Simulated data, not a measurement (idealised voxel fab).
Proc. module: voxel capacitor over wiring
Xsec cut, 190 nm wide, square cell size 5 nm.
Format of a cross-section: grid, square cells. Given as bands. Order: top down. Band: one or more rows of cells. Top height, bottom height, nm. Materials left to right, width each, nm. Single material + "throughout" = fills band edge to edge. "air" = empty. Beneath 0, the wafer as received is one material, and that level is where height counting begins. The lowest band goes on downward without a bottom; it is written like "0 and below". Graded width ("30 to 40"): value in top row of band = first number; value in bottom row = second number; row-to-row change constant. When a step is marked "all unchanged", none of the cells in the cross-section changed during that step. Voids not open to the top, 8 cells minimum: see "Closed void inventory". Written width x height at distance; distance is from the left edge; nm. The remark found on a step's line after its settings is issued by the simulator itself and pertains to that step. The optional step-line setting "overlay nm" applies to steps with a mask and quantifies how far to the right of its planned location the mask lay, a negative value indicating leftward placement.

Listed below are the process steps as planned:
1. RECEIVE with material Si
2. CONFORMAL_DEP with material SiO2, thk nm 15
3. DIRECTIONAL_DEP with material TiN, thk nm 5
4. DIRECTIONAL_DEP with material Ru, thk nm 15
5. PATTERN with tone cover, mask id METAL_1, material resist, width nm 30, pitch nm 95, thk nm 20, overlay nm 0
6. DIRECTIONAL_ETCH with etch materials Ru, depth nm 15
7. DIRECTIONAL_ETCH with etch materials TiN, depth nm 5
8. STRIP with etch materials resist
9. FILL_DEP with material lowk, thk nm 5
10. CMP with height nm 35
11. CONFORMAL_DEP with material SiCN, thk nm 5
12. DIRECTIONAL_DEP with material SiO2, thk nm 20
13. DIRECTIONAL_DEP with material aC, thk nm 10
14. PATTERN with tone open, mask id PLUG_1, material resist, width nm 15, thk nm 25, overlay nm 0
15. DIRECTIONAL_ETCH with etch materials aC, depth nm 10
16. STRIP with etch materials resist
17. DIRECTIONAL_ETCH with etch materials SiO2, depth nm 20
18. DIRECTIONAL_ETCH with etch materials SiCN, depth nm 5
19. STRIP with etch materials aC
20. EPI with material Ru, thk nm 10
21. EPI with material Ru, thk nm 10
22. EPI with material Ru, thk nm 5
23. DIRECTIONAL_DEP with material TiN, thk nm 5
24. DIRECTIONAL_DEP with material Al2O3, thk nm 5
25. DIRECTIONAL_DEP with material TiN, thk nm 10
26. DIRECTIONAL_DEP with material aC, thk nm 10
27. PATTERN with tone cover, mask id UPPER_PLATE, material resist, width nm 70, thk nm 25, overlay nm 0
28. DIRECTIONAL_ETCH with etch materials aC, depth nm 10
29. STRIP with etch materials resist
30. DIRECTIONAL_ETCH with etch materials TiN, depth nm 10
31. DIRECTIONAL_ETCH with etch materials Al2O3, depth nm 5
32. STRIP with etch materials aC
33. DIRECTIONAL_DEP with material aC, thk nm 15
34. PATTERN with tone cover, mask id LOWER_PLATE, material resist, width nm 80, thk nm 35, overlay nm -15
35. DIRECTIONAL_ETCH with etch materials aC, depth nm 15
36. STRIP with etch materials resist
37. DIRECTIONAL_ETCH with etch materials TiN, depth nm 5
38. STRIP with etch materials aC
39. FILL_DEP with material SiO2, thk nm 15
40. CMP with height nm 90
41. MASKED_ETCH with tone open, mask id PLUG_2, width nm 15, etch materials SiO2, depth nm 10, overlay nm 0
42. CONFORMAL_DEP with material TiN, thk nm 5
43. FILL_DEP with material W, thk nm 10
44. CMP with height nm 90
45. CONFORMAL_DEP with material SiCN, thk nm 5
Be aware that, although all wafers share a common starting state, the overlay nm at step 34 differs among them, and the plan displays the first wafer's value.

As received, i.e. after step 1: cross-section through the first of several wafers:
- 0 and below | Si throughout
- Closed void inventory: none

Row per wafer, end-of-module: cell gain (+)/loss (-) by material since the wafer came in, then closed voids:
overlay nm -15, +14 Al2O3, +51 Ru, +73 SiCN, +418 SiO2, +61 TiN, +1 W, +104 lowk, Closed void inventory: none
overlay nm -10, +14 Al2O3, +51 Ru, +73 SiCN, +418 SiO2, +61 TiN, +1 W, +104 lowk, Closed void inventory: none
overlay nm -5, +14 Al2O3, +51 Ru, +73 SiCN, +418 SiO2, +61 TiN, +1 W, +104 lowk, Closed void inventory: none
overlay nm 0, +14 Al2O3, +51 Ru, +73 SiCN, +418 SiO2, +61 TiN, +1 W, +104 lowk, Closed void inventory: none
overlay nm 5, +14 Al2O3, +51 Ru, +73 SiCN, +418 SiO2, +61 TiN, +1 W, +104 lowk, Closed void inventory: none
overlay nm 10, +14 Al2O3, +51 Ru, +73 SiCN, +418 SiO2, +61 TiN, +1 W, +104 lowk, Closed void inventory: none
overlay nm 15, +14 Al2O3, +51 Ru, +73 SiCN, +418 SiO2, +61 TiN, +1 W, +104 lowk, Closed void inventory: none
